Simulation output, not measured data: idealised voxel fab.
The process module presented herein is designated voxel wiring stack.
It is cross-section cut that appears here, measuring 175 nm in width, its square cells being 5 nm in size.
Each cross-section below is a grid of square cells, stated as bands in top-down order, with one or more rows of cells making up each band. Read a band's entry like this: the first values are the height of its top and the height of its bottom in nm, and what follows is the sequence of materials from left to right, each with its width in nm. Note that "blank" is empty space, and that a single material marked "everywhere" reaches across the band from edge to edge. We count height from 0. Below that, the starting wafer is all one material. The lowest band never ends at the bottom but goes on down; see "top 0, no bottom" for how that is written. It should be noted that a width expressed as "30..40" varies in equal increments from row to row of cells within the band, taking the value of the first number at the top row and that of the second number at the bottom row. The designation "nothing altered", where it is given for a processing step, indicates that no cell of the cross-section was altered in the course of that step. The entry "Sealed void inventory" lists the empty spaces that cover at least 8 cells and have no open path to the top. Each is written as width x height at distance, where the distance is measured from the left edge and all three values are in nm. If you see something after the settings on a step's line, that's the simulator's own remark about that step. Steps that use a mask can have "overlay nm" on their line. It says how far the mask sat to the right of where it was meant to be. Negative means to the left.

Plan
- 1: RECEIVE | material Si
- 2: CONFORMAL_DEP | material SiO2 | thk nm 15
- 3: DIRECTIONAL_DEP | material TiN | thk nm 5
- 4: DIRECTIONAL_DEP | material Ru | thk nm 15
- 5: MASKED_ETCH | tone cover | mask id METAL_1 | width nm 25 | pitch nm 55 | etch materials Ru | depth nm 15 | overlay nm 0
- 6: MASKED_ETCH | tone cover | mask id METAL_1 | width nm 25 | pitch nm 55 | etch materials TiN | depth nm 5 | overlay nm 0
- 7: FILL_DEP | material lowk | thk nm 5
- 8: CMP | height nm 35
- 9: CONFORMAL_DEP | material SiCN | thk nm 5
- 10: DIRECTIONAL_DEP | material lowk | thk nm 10
- 11: DIRECTIONAL_DEP | material aC | thk nm 15
- 12: PATTERN | tone open | mask id PLUG_1 | material resist | width nm 15 | pitch nm 55 | thk nm 30 | overlay nm 0
- 13: DIRECTIONAL_ETCH | etch materials aC | depth nm 15
- 14: STRIP | etch materials resist
- 15: DIRECTIONAL_ETCH | etch materials lowk | depth nm 10
- 16: DIRECTIONAL_ETCH | etch materials SiCN | depth nm 5
- 17: STRIP | etch materials aC
- 18: CONFORMAL_DEP | material TiN | thk nm 5
- 19: FILL_DEP | material Ru | thk nm 5
- 20: CMP | height nm 50
- 21: CONFORMAL_DEP | material SiCN | thk nm 5
- 22: DIRECTIONAL_DEP | material SiO2 | thk nm 15
- 23: PATTERN | tone open | mask id METAL_2 | material resist | width nm 25 | pitch nm 55 | thk nm 15 | overlay nm 0
- 24: DIRECTIONAL_ETCH | etch materials SiO2 | depth nm 15
- 25: DIRECTIONAL_ETCH | etch materials SiCN | depth nm 5
- 26: STRIP | etch materials resist
- 27: CONFORMAL_DEP | material TiN | thk nm 5
- 28: FILL_DEP | material Ru | thk nm 5
- 29: CMP | height nm 70
- 30: CONFORMAL_DEP | material SiCN | thk nm 5
- 31: DIRECTIONAL_DEP | material SiO2 | thk nm 30
- 32: MASKED_ETCH | tone open | mask id METAL_3_HOLES | width nm 15 | etch materials SiO2 | depth nm 30 | overlay nm 0
- 33: MASKED_ETCH | tone open | mask id METAL_3 | width nm 25 | pitch nm 55 | etch materials SiO2 | depth nm 15 | overlay nm 0
- 34: MASKED_ETCH | tone open | mask id METAL_3 | width nm 25 | pitch nm 55 | etch materials SiCN | depth nm 5 | overlay nm 0
- 35: CONFORMAL_DEP | material TiN | thk nm 5
- 36: FILL_DEP | material Ru | thk nm 5
- 37: CMP | height nm 105
- 38: CONFORMAL_DEP | material SiCN | thk nm 5

Cross-section of the wafer as it came to us, i.e., already through step 1
  top 0, no bottom: Si everywhere
  Sealed void inventory: none

Wafer cross-section at module end: first of two, run to plan
  top 110, bottom 105: SiCN everywhere
  top 105, bottom 95: SiO2: 45; TiN: 5; Ru: 15; TiN: 5; SiO2: 30; TiN: 5; Ru: 15; TiN: 5; SiO2: 50
  top 95, bottom 90: SiO2: 45; TiN: 5; Ru: 5; TiN: 15; SiO2: 30; TiN: 25; SiO2: 50
  top 90, bottom 75: SiO2: 45; TiN: 5; Ru: 5; TiN: 5; SiO2: 115
  top 75, bottom 70: SiCN: 45; TiN: 15; SiCN: 115
  top 70, bottom 55: SiO2: 45; TiN: 5; Ru: 15; TiN: 5; SiO2: 30; TiN: 5; Ru: 15; TiN: 5; SiO2: 50
  top 55, bottom 50: SiCN: 45; TiN: 25; SiCN: 30; TiN: 25; SiCN: 50
  top 50, bottom 40: lowk: 45; TiN: 5; Ru: 5; TiN: 5; lowk: 40; TiN: 5; Ru: 5; TiN: 5; lowk: 60
  top 40, bottom 35: SiCN: 45; TiN: 15; SiCN: 40; TiN: 15; SiCN: 60
  top 35, bottom 20: lowk: 45; Ru: 25; lowk: 30; Ru: 25; lowk: 50
  top 20, bottom 15: lowk: 45; TiN: 25; lowk: 30; TiN: 25; lowk: 50
  top 15, bottom 0: SiO2 everywhere
  top 0, no bottom: Si everywhere
  Sealed void inventory: none

Same start, same plan as the first wafer - but one mistake in the run. Cross-section of the second of the two at the end of the module
  top 110, bottom 105: SiCN everywhere
  top 105, bottom 100: Ru everywhere
  top 100, bottom 95: TiN: 50; Ru: 15; TiN: 40; Ru: 15; TiN: 55
  top 95, bottom 85: SiO2: 45; TiN: 5; Ru: 15; TiN: 5; SiO2: 30; TiN: 5; Ru: 15; TiN: 5; SiO2: 50
  top 85, bottom 80: SiO2: 45; TiN: 5; Ru: 5; TiN: 15; SiO2: 30; TiN: 25; SiO2: 50
  top 80, bottom 65: SiO2: 45; TiN: 5; Ru: 5; TiN: 5; SiO2: 115
  top 65, bottom 60: SiCN: 45; TiN: 15; SiCN: 115
  top 60, bottom 55: SiO2: 45; TiN: 5; Ru: 15; TiN: 5; SiO2: 30; TiN: 5; Ru: 15; TiN: 5; SiO2: 50
  top 55, bottom 50: SiCN: 45; TiN: 25; SiCN: 30; TiN: 25; SiCN: 50
  top 50, bottom 40: lowk: 45; TiN: 5; Ru: 5; TiN: 5; lowk: 40; TiN: 5; Ru: 5; TiN: 5; lowk: 60
  top 40, bottom 35: SiCN: 45; TiN: 15; SiCN: 40; TiN: 15; SiCN: 60
  top 35, bottom 20: lowk: 45; Ru: 25; lowk: 30; Ru: 25; lowk: 50
  top 20, bottom 15: lowk: 45; TiN: 25; lowk: 30; TiN: 25; lowk: 50
  top 15, bottom 0: SiO2 everywhere
  top 0, no bottom: Si everywhere
  Sealed void inventory: none
Finding, execution versus plan: step 29: run off-plan, actual operation and settings CMP | height nm 60
Per the end-of-run cell counts, the second wafer holds more or fewer of some materials than the first: Ru: 29 more | SiO2: 50 fewer | TiN: 21 more
